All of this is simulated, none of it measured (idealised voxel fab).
process module | voxel local oxidation
cross-section cut | 170 nm wide | cells 5 nm
A cross-section is a grid of square cells, given in bands from the top down. A band is one or more rows of cells.
Each band's line starts with the height of the band's top and of its bottom, in nm. Then come its materials from left to right, each with its width in nm. One material with "throughout" fills the band from edge to edge. "air" is empty space.
Height 0 is the level under which the wafer as received is all one material. The lowest band goes on downwards, as in "0 down".
A width such as "30 to 40" changes by the same amount from each row of cells to the next, from the band's top row to its bottom row.
"no change" after a step means that no cell of the cross-section changed.
closed voids: empty space of 8 cells or more with no open way to the top, each as width x height at its distance from the left edge, in nm
after a step's settings: what the simulator itself notes on the step
overlay nm, on a step with a mask: how far to the right of its planned place the mask lay; to the left if negative
Each pair below shows a cross-section before one step and the cross-section after it, down to the lowest band that changed. The line under each pair gives the step between them, with its settings. The pairs can come from different runs of this module on the same starting wafer, so a pair continues from the pair above only where its "before" says so.
before
  0 down: Si throughout
  closed voids: none
after
  5 to 0: SiO2 throughout
  below 0: unchanged
  closed voids: none
the step between: op CONFORMAL_DEP | material SiO2 | thk nm 5
before: the cross-section after the pair above
after
  20 to 5: SiN throughout
  below 5: unchanged
  closed voids: none
the step between: op CONFORMAL_DEP | material SiN | thk nm 15
before: the cross-section after the pair above
after
  35 to 20: aC throughout
  below 20: unchanged
  closed voids: none
the step between: op DIRECTIONAL_DEP | material aC | thk nm 15
before: the cross-section after the pair above
after
  65 to 35: air 35 | resist 100 | air 35
  below 35: unchanged
  closed voids: none
the step between: op PATTERN | tone cover | mask id ACTIVE | material resist | width nm 100 | thk nm 30 | overlay nm 0
before: the cross-section after the pair above
after
  50 to 35: air 35 | resist 100 | air 35
  35 to 20: air 35 | aC 100 | air 35
  below 20: unchanged
  closed voids: none
the step between: op DIRECTIONAL_ETCH | etch materials aC | depth nm 15
before: the cross-section after the pair above
after
  35 to 20: air 35 | aC 100 | air 35
  below 20: unchanged
  closed voids: none
the step between: op STRIP | etch materials resist
before: the cross-section after the pair above
after
  35 to 20: air 35 | aC 100 | air 35
  20 to 5: air 35 | SiN 100 | air 35
  below 5: unchanged
  closed voids: none
the step between: op DIRECTIONAL_ETCH | etch materials SiN | depth nm 15
before: the cross-section after the pair above
after
  20 to 5: air 35 | SiN 100 | air 35
  below 5: unchanged
  closed voids: none
the step between: op STRIP | etch materials aC
before: the cross-section after the pair above
after
  20 to 5: air 35 | SiN 100 | air 35
  5 to 0: air 40 | SiO2 90 | air 40
  below 0: unchanged
  closed voids: none
the step between: op SELECTIVE_ETCH | etch materials SiO2 | depth nm 5
before: the cross-section after the pair above
after
  20 to 5: air 35 | SiN 100 | air 35
  5 to 0: air 40 | SiO2 90 | air 40
  0 to -10: SiO2 50 | Si 70 | SiO2 50
  below -10: unchanged
  closed voids: none
the step between: op OXIDIZE | depth nm 10
before: the cross-section after the pair above
after
  5 to 0: air 40 | SiO2 90 | air 40
  below 0: unchanged
  closed voids: none
the step between: op STRIP | etch materials SiN
before
  0 down: Si throughout
  closed voids: none
after
  15 to 0: SiN throughout
  below 0: unchanged
  closed voids: none
the step between: op CONFORMAL_DEP | material SiN | thk nm 15
before: the cross-section after the pair above
after
  30 to 15: aC throughout
  below 15: unchanged
  closed voids: none
the step between: op DIRECTIONAL_DEP | material aC | thk nm 15
before: the cross-section after the pair above
after
  60 to 30: air 35 | resist 100 | air 35
  below 30: unchanged
  closed voids: none
the step between: op PATTERN | tone cover | mask id ACTIVE | material resist | width nm 100 | thk nm 30 | overlay nm 0
before: the cross-section after the pair above
after
  45 to 30: air 35 | resist 100 | air 35
  30 to 15: air 35 | aC 100 | air 35
  below 15: unchanged
  closed voids: none
the step between: op DIRECTIONAL_ETCH | etch materials aC | depth nm 15
before: the cross-section after the pair above
after
  30 to 15: air 35 | aC 100 | air 35
  below 15: unchanged
  closed voids: none
the step between: op STRIP | etch materials resist
before: the cross-section after the pair above
after
  30 to 15: air 35 | aC 100 | air 35
  15 to 0: air 35 | SiN 100 | air 35
  below 0: unchanged
  closed voids: none
the step between: op DIRECTIONAL_ETCH | etch materials SiN | depth nm 15
before: the cross-section after the pair above
after
  15 to 0: air 35 | SiN 100 | air 35
  below 0: unchanged
  closed voids: none
the step between: op STRIP | etch materials aC
before: the cross-section after the pair above
after
  15 to 0: air 35 | SiN 100 | air 35
  0 to -10: SiO2 45 | Si 80 | SiO2 45
  below -10: unchanged
  closed voids: none
the step between: op OXIDIZE | depth nm 10
before: the cross-section after the pair above
after
  0 to -10: SiO2 45 | Si 80 | SiO2 45
  below -10: unchanged
  closed voids: none
the step between: op STRIP | etch materials SiN
before
  20 to 5: air 35 | SiN 100 | air 35
  5 to 0: air 40 | SiO2 90 | air 40
  0 down: Si throughout
  closed voids: none
after
  5 to 0: air 40 | SiO2 90 | air 40
  below 0: unchanged
  closed voids: none
the step between: op STRIP | etch materials SiN
before: the cross-section after the pair above
after
  5 to 0: air 40 | SiO2 90 | air 40
  0 to -10: SiO2 50 | Si 70 | SiO2 50
  below -10: unchanged
  closed voids: none
the step between: op OXIDIZE | depth nm 10
before
  20 to 5: air 35 | SiN 100 | air 35
  5 to 0: air 40 | SiO2 90 | air 40
  0 down: Si throughout
  closed voids: none
after
  20 to 5: air 35 | SiN 100 | air 35
  5 to 0: air 40 | SiO2 90 | air 40
  0 to -15: SiO2 55 | Si 60 | SiO2 55
  below -15: unchanged
  closed voids: none
the step between: op OXIDIZE | depth nm 15
before: the cross-section after the pair above
after
  5 to 0: air 40 | SiO2 90 | air 40
  below 0: unchanged
  closed voids: none
the step between: op STRIP | etch materials SiN
before
  35 to 20: aC throughout
  20 to 5: SiN throughout
  5 to 0: SiO2 throughout
  0 down: Si throughout
  closed voids: none
after
  65 to 35: air 40 | resist 95 | air 35
  below 35: unchanged
  closed voids: none
the step between: op PATTERN | tone cover | mask id ACTIVE | material resist | width nm 95 | thk nm 30 | overlay nm 0
before: the cross-section after the pair above
after
  50 to 35: air 40 | resist 95 | air 35
  35 to 20: air 40 | aC 95 | air 35
  below 20: unchanged
  closed voids: none
the step between: op DIRECTIONAL_ETCH | etch materials aC | depth nm 15
before: the cross-section after the pair above
after
  35 to 20: air 40 | aC 95 | air 35
  below 20: unchanged
  closed voids: none
the step between: op STRIP | etch materials resist
before: the cross-section after the pair above
after
  35 to 20: air 40 | aC 95 | air 35
  20 to 5: air 40 | SiN 95 | air 35
  below 5: unchanged
  closed voids: none
the step between: op DIRECTIONAL_ETCH | etch materials SiN | depth nm 15
before: the cross-section after the pair above
after
  20 to 5: air 40 | SiN 95 | air 35
  below 5: unchanged
  closed voids: none
the step between: op STRIP | etch materials aC
before: the cross-section after the pair above
after
  20 to 5: air 40 | SiN 95 | air 35
  5 to 0: air 45 | SiO2 85 | air 40
  below 0: unchanged
  closed voids: none
the step between: op SELECTIVE_ETCH | etch materials SiO2 | depth nm 5
before: the cross-section after the pair above
after
  20 to 5: air 40 | SiN 95 | air 35
  5 to 0: air 45 | SiO2 85 | air 40
  0 to -10: SiO2 55 | Si 65 | SiO2 50
  below -10: unchanged
  closed voids: none
the step between: op OXIDIZE | depth nm 10
before: the cross-section after the pair above
after
  5 to 0: air 45 | SiO2 85 | air 40
  below 0: unchanged
  closed voids: none
the step between: op STRIP | etch materials SiN
before
  35 to 20: aC throughout
  20 to 5: SiN throughout
  5 to 0: SiO2 throughout
  0 down: Si throughout
  closed voids: none
after
  65 to 35: air 45 | resist 100 | air 25
  below 35: unchanged
  closed voids: none
the step between: op PATTERN | tone cover | mask id ACTIVE | material resist | width nm 100 | thk nm 30 | overlay nm 10
before: the cross-section after the pair above
after
  50 to 35: air 45 | resist 100 | air 25
  35 to 20: air 45 | aC 100 | air 25
  below 20: unchanged
  closed voids: none
the step between: op DIRECTIONAL_ETCH | etch materials aC | depth nm 15
before: the cross-section after the pair above
after
  35 to 20: air 45 | aC 100 | air 25
  below 20: unchanged
  closed voids: none
the step between: op STRIP | etch materials resist
before: the cross-section after the pair above
after
  35 to 20: air 45 | aC 100 | air 25
  20 to 5: air 45 | SiN 100 | air 25
  below 5: unchanged
  closed voids: none
the step between: op DIRECTIONAL_ETCH | etch materials SiN | depth nm 15
before: the cross-section after the pair above
after
  20 to 5: air 45 | SiN 100 | air 25
  below 5: unchanged
  closed voids: none
the step between: op STRIP | etch materials aC
before: the cross-section after the pair above
after
  20 to 5: air 45 | SiN 100 | air 25
  5 to 0: air 50 | SiO2 90 | air 30
  below 0: unchanged
  closed voids: none
the step between: op SELECTIVE_ETCH | etch materials SiO2 | depth nm 5
before: the cross-section after the pair above
after
  20 to 5: air 45 | SiN 100 | air 25
  5 to 0: air 50 | SiO2 90 | air 30
  0 to -10: SiO2 60 | Si 70 | SiO2 40
  below -10: unchanged
  closed voids: none
the step between: op OXIDIZE | depth nm 10
before: the cross-section after the pair above
after
  5 to 0: air 50 | SiO2 90 | air 30
  below 0: unchanged
  closed voids: none
the step between: op STRIP | etch materials SiN
before
  20 to 5: SiN throughout
  5 to 0: SiO2 throughout
  0 down: Si throughout
  closed voids: none
after
  35 to 20: SiO2 throughout
  below 20: unchanged
  closed voids: none
the step between: op DIRECTIONAL_DEP | material SiO2 | thk nm 15
before: the cross-section after the pair above
after
  65 to 35: air 35 | resist 100 | air 35
  below 35: unchanged
  closed voids: none
the step between: op PATTERN | tone cover | mask id ACTIVE | material resist | width nm 100 | thk nm 30 | overlay nm 0
before: the cross-section after the pair above
after
  50 to 35: air 35 | resist 100 | air 35
  below 35: unchanged
  closed voids: none
the step between: op DIRECTIONAL_ETCH | etch materials aC | depth nm 15
before: the cross-section after the pair above
after
  35 to 20: SiO2 throughout
  below 20: unchanged
  closed voids: none
the step between: op STRIP | etch materials resist
before: the cross-section after the pair above
after
  30 to 20: SiO2 throughout
  below 20: unchanged
  closed voids: none
the step between: op SELECTIVE_ETCH | etch materials SiO2 | depth nm 5
before
  35 to 20: aC throughout
  20 to 5: SiN throughout
  5 to 0: SiO2 throughout
  0 down: Si throughout
  closed voids: none
after
  65 to 35: resist 35 | air 100 | resist 35
  below 35: unchanged
  closed voids: none
the step between: op PATTERN | tone open | mask id ACTIVE | material resist | width nm 100 | thk nm 30 | overlay nm 0
before: the cross-section after the pair above
after
  50 to 35: resist 35 | air 100 | resist 35
  35 to 20: aC 35 | air 100 | aC 35
  below 20: unchanged
  closed voids: none
the step between: op DIRECTIONAL_ETCH | etch materials aC | depth nm 15
before: the cross-section after the pair above
after
  35 to 20: aC 35 | air 100 | aC 35
  below 20: unchanged
  closed voids: none
the step between: op STRIP | etch materials resist
before: the cross-section after the pair above
after
  35 to 20: aC 35 | air 100 | aC 35
  20 to 5: SiN 35 | air 100 | SiN 35
  below 5: unchanged
  closed voids: none
the step between: op DIRECTIONAL_ETCH | etch materials SiN | depth nm 15
before: the cross-section after the pair above
after
  20 to 5: SiN 35 | air 100 | SiN 35
  below 5: unchanged
  closed voids: none
the step between: op STRIP | etch materials aC
before: the cross-section after the pair above
after
  20 to 5: SiN 35 | air 100 | SiN 35
  5 to 0: SiO2 30 | air 110 | SiO2 30
  below 0: unchanged
  closed voids: none
the step between: op SELECTIVE_ETCH | etch materials SiO2 | depth nm 5
before: the cross-section after the pair above
after
  20 to 5: SiN 35 | air 100 | SiN 35
  5 to 0: SiO2 30 | air 110 | SiO2 30
  0 to -10: Si 20 | SiO2 130 | Si 20
  below -10: unchanged
  closed voids: none
the step between: op OXIDIZE | depth nm 10
before: the cross-section after the pair above
after
  5 to 0: SiO2 30 | air 110 | SiO2 30
  below 0: unchanged
  closed voids: none
the step between: op STRIP | etch materials SiN
